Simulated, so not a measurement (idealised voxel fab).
process module | voxel capacitor over wiring
cross-section cut | 245 nm wide | cells 5 nm
A cross-section is a grid of square cells, given in bands from the top down. A band is one or more rows of cells.
Each band's line starts with the height of the band's top and of its bottom, in nm. Then come its materials from left to right, each with its width in nm. One material with "throughout" fills the band from edge to edge. "air" is empty space.
Height 0 is the level under which the wafer as received is all one material. The lowest band goes on downwards, as in "0 down".
A width such as "30 to 40" changes by the same amount from each row of cells to the next, from the band's top row to its bottom row.
"no change" after a step means that no cell of the cross-section changed.
closed voids: empty space of 8 cells or more with no open way to the top, each as width x height at its distance from the left edge, in nm
after a step's settings: what the simulator itself notes on the step
overlay nm, on a step with a mask: how far to the right of its planned place the mask lay; to the left if negative
plan
1 op RECEIVE | material Si
2 op CONFORMAL_DEP | material SiO2 | thk nm 15
3 op DIRECTIONAL_DEP | material TiN | thk nm 5
4 op DIRECTIONAL_DEP | material Ru | thk nm 20
5 op PATTERN | tone cover | mask id METAL_1 | material resist | width nm 25 | pitch nm 75 | thk nm 20 | overlay nm 0
6 op DIRECTIONAL_ETCH | etch materials Ru | depth nm 20
7 op DIRECTIONAL_ETCH | etch materials TiN | depth nm 5
8 op STRIP | etch materials resist
9 op CONFORMAL_DEP | material SiCN | thk nm 5
10 op FILL_DEP | material SiO2 | thk nm 10
11 op CMP | height nm 40
12 op CONFORMAL_DEP | material SiCN | thk nm 5
13 op DIRECTIONAL_DEP | material lowk | thk nm 20
14 op MASKED_ETCH | tone open | mask id PLUG_1 | width nm 15 | etch materials lowk | depth nm 20 | overlay nm 0
15 op MASKED_ETCH | tone open | mask id PLUG_1 | width nm 15 | etch materials SiCN | depth nm 5 | overlay nm 0
16 op EPI | material Ru | thk nm 10
17 op EPI | material Ru | thk nm 10
18 op EPI | material Ru | thk nm 5
19 op DIRECTIONAL_DEP | material TiN | thk nm 10
20 op DIRECTIONAL_DEP | material SiN | thk nm 5
21 op DIRECTIONAL_DEP | material TiN | thk nm 5
22 op MASKED_ETCH | tone cover | mask id UPPER_PLATE | width nm 55 | etch materials TiN | depth nm 5 | overlay nm 0
23 op MASKED_ETCH | tone cover | mask id UPPER_PLATE | width nm 55 | etch materials SiN | depth nm 5 | overlay nm 0
24 op MASKED_ETCH | tone cover | mask id LOWER_PLATE | width nm 65 | etch materials TiN | depth nm 10 | overlay nm 0
25 op FILL_DEP | material SiO2 | thk nm 15
26 op CMP | height nm 95
27 op DIRECTIONAL_DEP | material aC | thk nm 10
28 op PATTERN | tone open | mask id PLUG_2 | material resist | width nm 15 | thk nm 25 | overlay nm 0
29 op DIRECTIONAL_ETCH | etch materials aC | depth nm 10
30 op STRIP | etch materials resist
31 op DIRECTIONAL_ETCH | etch materials SiO2 | depth nm 10
32 op STRIP | etch materials aC
33 op CONFORMAL_DEP | material TiN | thk nm 5
34 op FILL_DEP | material Cu | thk nm 10
35 op CMP | height nm 95
36 op CONFORMAL_DEP | material SiN | thk nm 5
first wafer, as planned
as received, after step 1
  0 down: Si throughout
  closed voids: none
after step 2
  15 to 0: SiO2 throughout
  below 0: unchanged
after step 3
  20 to 15: TiN throughout
  below 15: unchanged
after step 4
  40 to 20: Ru throughout
  below 20: unchanged
after step 5
  60 to 40: air 70 | resist 25 | air 50 | resist 25 | air 75
  below 40: unchanged
after step 6
  60 to 40: air 70 | resist 25 | air 50 | resist 25 | air 75
  40 to 20: air 70 | Ru 25 | air 50 | Ru 25 | air 75
  below 20: unchanged
after step 7
  60 to 40: air 70 | resist 25 | air 50 | resist 25 | air 75
  40 to 20: air 70 | Ru 25 | air 50 | Ru 25 | air 75
  20 to 15: air 70 | TiN 25 | air 50 | TiN 25 | air 75
  below 15: unchanged
after step 8
  40 to 20: air 70 | Ru 25 | air 50 | Ru 25 | air 75
  below 20: unchanged
after step 9
  45 to 40: air 65 | SiCN 35 | air 40 | SiCN 35 | air 70
  40 to 20: air 65 | SiCN 5 | Ru 25 | SiCN 5 | air 40 | SiCN 5 | Ru 25 | SiCN 5 | air 70
  20 to 15: SiCN 70 | TiN 25 | SiCN 50 | TiN 25 | SiCN 75
  below 15: unchanged
after step 10
  55 to 45: SiO2 throughout
  45 to 40: SiO2 65 | SiCN 35 | SiO2 40 | SiCN 35 | SiO2 70
  40 to 20: SiO2 65 | SiCN 5 | Ru 25 | SiCN 5 | SiO2 40 | SiCN 5 | Ru 25 | SiCN 5 | SiO2 70
  below 20: unchanged
after step 11
  40 to 20: SiO2 65 | SiCN 5 | Ru 25 | SiCN 5 | SiO2 40 | SiCN 5 | Ru 25 | SiCN 5 | SiO2 70
  below 20: unchanged
after step 12
  45 to 40: SiCN throughout
  below 40: unchanged
after step 13
  65 to 45: lowk throughout
  below 45: unchanged
after step 14
  65 to 45: lowk 80 | air 15 | lowk 150
  below 45: unchanged
after step 15
  65 to 45: lowk 80 | air 15 | lowk 150
  45 to 40: SiCN 80 | air 15 | SiCN 150
  below 40: unchanged
after step 16
  65 to 50: lowk 80 | air 15 | lowk 150
  50 to 45: lowk 80 | Ru 15 | lowk 150
  45 to 40: SiCN 80 | Ru 15 | SiCN 150
  below 40: unchanged
after step 17
  65 to 60: lowk 80 | air 15 | lowk 150
  60 to 45: lowk 80 | Ru 15 | lowk 150
  below 45: unchanged
after step 18
  65 to 45: lowk 80 | Ru 15 | lowk 150
  below 45: unchanged
after step 19
  75 to 65: TiN throughout
  below 65: unchanged
after step 20
  80 to 75: SiN throughout
  below 75: unchanged
after step 21
  85 to 80: TiN throughout
  below 80: unchanged
after step 22
  85 to 80: air 80 | TiN 55 | air 110
  below 80: unchanged
after step 23
  85 to 80: air 80 | TiN 55 | air 110
  80 to 75: air 80 | SiN 55 | air 110
  below 75: unchanged
after step 24
  85 to 80: air 80 | TiN 55 | air 110
  80 to 75: air 80 | SiN 55 | air 110
  75 to 65: air 75 | TiN 65 | air 105
  below 65: unchanged
after step 25
  100 to 85: SiO2 throughout
  85 to 80: SiO2 80 | TiN 55 | SiO2 110
  80 to 75: SiO2 80 | SiN 55 | SiO2 110
  75 to 65: SiO2 75 | TiN 65 | SiO2 105
  below 65: unchanged
after step 26
  95 to 85: SiO2 throughout
  below 85: unchanged
after step 27
  105 to 95: aC throughout
  below 95: unchanged
after step 28
  130 to 105: resist 90 | air 15 | resist 140
  below 105: unchanged
after step 29
  120 to 105: resist 90 | air 15 | resist 140
  105 to 95: aC 90 | air 15 | aC 140
  below 95: unchanged
after step 30
  105 to 95: aC 90 | air 15 | aC 140
  below 95: unchanged
after step 31
  105 to 95: aC 90 | air 15 | aC 140
  95 to 85: SiO2 90 | air 15 | SiO2 140
  below 85: unchanged
after step 32
  95 to 85: SiO2 90 | air 15 | SiO2 140
  below 85: unchanged
after step 33
  100 to 95: TiN 95 | air 5 | TiN 145
  95 to 90: SiO2 90 | TiN 5 | air 5 | TiN 5 | SiO2 140
  90 to 80: SiO2 90 to 80 | TiN 15 to 55 | SiO2 140 to 110
  below 80: unchanged
after step 34
  110 to 100: Cu throughout
  100 to 95: TiN 95 | Cu 5 | TiN 145
  95 to 90: SiO2 90 | TiN 5 | Cu 5 | TiN 5 | SiO2 140
  below 90: unchanged
after step 35
  95 to 90: SiO2 90 | TiN 5 | Cu 5 | TiN 5 | SiO2 140
  below 90: unchanged
after step 36
  100 to 95: SiN throughout
  below 95: unchanged
second wafer: like start, like plan, one mistake. Through step 2 it matches the first wafer
when step 3 should have ended: no change
when step 4 should have ended
  35 to 15: Ru throughout
  below 15: unchanged
when step 5 should have ended
  55 to 35: air 70 | resist 25 | air 50 | resist 25 | air 75
  below 35: unchanged
when step 6 should have ended
  55 to 35: air 70 | resist 25 | air 50 | resist 25 | air 75
  35 to 15: air 70 | Ru 25 | air 50 | Ru 25 | air 75
  below 15: unchanged
when step 7 should have ended: no change
when step 8 should have ended
  35 to 15: air 70 | Ru 25 | air 50 | Ru 25 | air 75
  below 15: unchanged
when step 9 should have ended
  40 to 35: air 65 | SiCN 35 | air 40 | SiCN 35 | air 70
  35 to 20: air 65 | SiCN 5 | Ru 25 | SiCN 5 | air 40 | SiCN 5 | Ru 25 | SiCN 5 | air 70
  20 to 15: SiCN 70 | Ru 25 | SiCN 50 | Ru 25 | SiCN 75
  below 15: unchanged
when step 10 should have ended
  50 to 40: SiO2 throughout
  40 to 35: SiO2 65 | SiCN 35 | SiO2 40 | SiCN 35 | SiO2 70
  35 to 20: SiO2 65 | SiCN 5 | Ru 25 | SiCN 5 | SiO2 40 | SiCN 5 | Ru 25 | SiCN 5 | SiO2 70
  below 20: unchanged
when step 11 should have ended
  40 to 35: SiO2 65 | SiCN 35 | SiO2 40 | SiCN 35 | SiO2 70
  below 35: unchanged
when step 12 should have ended
  45 to 40: SiCN throughout
  below 40: unchanged
when step 13 should have ended
  65 to 45: lowk throughout
  below 45: unchanged
when step 14 should have ended
  65 to 45: lowk 80 | air 15 | lowk 150
  below 45: unchanged
when step 15 should have ended
  65 to 45: lowk 80 | air 15 | lowk 150
  45 to 40: SiCN 80 | air 15 | SiCN 150
  below 40: unchanged
when step 16 should have ended: no change
when step 17 should have ended: no change
when step 18 should have ended: no change
when step 19 should have ended
  75 to 65: TiN 80 | air 15 | TiN 150
  65 to 50: lowk 80 | air 15 | lowk 150
  50 to 45: lowk 80 | TiN 15 | lowk 150
  45 to 40: SiCN 80 | TiN 15 | SiCN 150
  below 40: unchanged
when step 20 should have ended
  80 to 75: SiN 80 | air 15 | SiN 150
  75 to 65: TiN 80 | air 15 | TiN 150
  65 to 55: lowk 80 | air 15 | lowk 150
  55 to 50: lowk 80 | SiN 15 | lowk 150
  below 50: unchanged
when step 21 should have ended
  85 to 80: TiN 80 | air 15 | TiN 150
  80 to 75: SiN 80 | air 15 | SiN 150
  75 to 65: TiN 80 | air 15 | TiN 150
  65 to 60: lowk 80 | air 15 | lowk 150
  60 to 55: lowk 80 | TiN 15 | lowk 150
  below 55: unchanged
when step 22 should have ended
  85 to 80: air 95 | TiN 40 | air 110
  below 80: unchanged
when step 23 should have ended
  85 to 80: air 95 | TiN 40 | air 110
  80 to 75: air 95 | SiN 40 | air 110
  below 75: unchanged
when step 24 should have ended
  85 to 80: air 95 | TiN 40 | air 110
  80 to 75: air 95 | SiN 40 | air 110
  75 to 65: air 75 | TiN 5 | air 15 | TiN 45 | air 105
  below 65: unchanged
when step 25 should have ended
  100 to 85: SiO2 throughout
  85 to 80: SiO2 95 | TiN 40 | SiO2 110
  80 to 75: SiO2 95 | SiN 40 | SiO2 110
  75 to 65: SiO2 75 | TiN 5 | SiO2 15 | TiN 45 | SiO2 105
  65 to 60: lowk 80 | SiO2 15 | lowk 150
  below 60: unchanged
when step 26 should have ended
  95 to 85: SiO2 throughout
  below 85: unchanged
when step 27 should have ended
  105 to 95: aC throughout
  below 95: unchanged
when step 28 should have ended
  130 to 105: resist 90 | air 15 | resist 140
  below 105: unchanged
when step 29 should have ended
  120 to 105: resist 90 | air 15 | resist 140
  105 to 95: aC 90 | air 15 | aC 140
  below 95: unchanged
when step 30 should have ended
  105 to 95: aC 90 | air 15 | aC 140
  below 95: unchanged
when step 31 should have ended
  105 to 95: aC 90 | air 15 | aC 140
  95 to 85: SiO2 90 | air 15 | SiO2 140
  below 85: unchanged
when step 32 should have ended
  95 to 85: SiO2 90 | air 15 | SiO2 140
  below 85: unchanged
when step 33 should have ended
  100 to 95: TiN 95 | air 5 | TiN 145
  95 to 90: SiO2 90 | TiN 5 | air 5 | TiN 5 | SiO2 140
  90 to 80: SiO2 90 to 95 | TiN 15 to 40 | SiO2 140 to 110
  below 80: unchanged
when step 34 should have ended
  110 to 100: Cu throughout
  100 to 95: TiN 95 | Cu 5 | TiN 145
  95 to 90: SiO2 90 | TiN 5 | Cu 5 | TiN 5 | SiO2 140
  below 90: unchanged
when step 35 should have ended
  95 to 90: SiO2 90 | TiN 5 | Cu 5 | TiN 5 | SiO2 140
  below 90: unchanged
when step 36 should have ended
  100 to 95: SiN throughout
  below 95: unchanged
what went wrong: step 3 was left out
at the end the second wafer has, in cells: 15 fewer of Ru | 10 more of SiCN | 15 more of SiO2 | 10 fewer of TiN
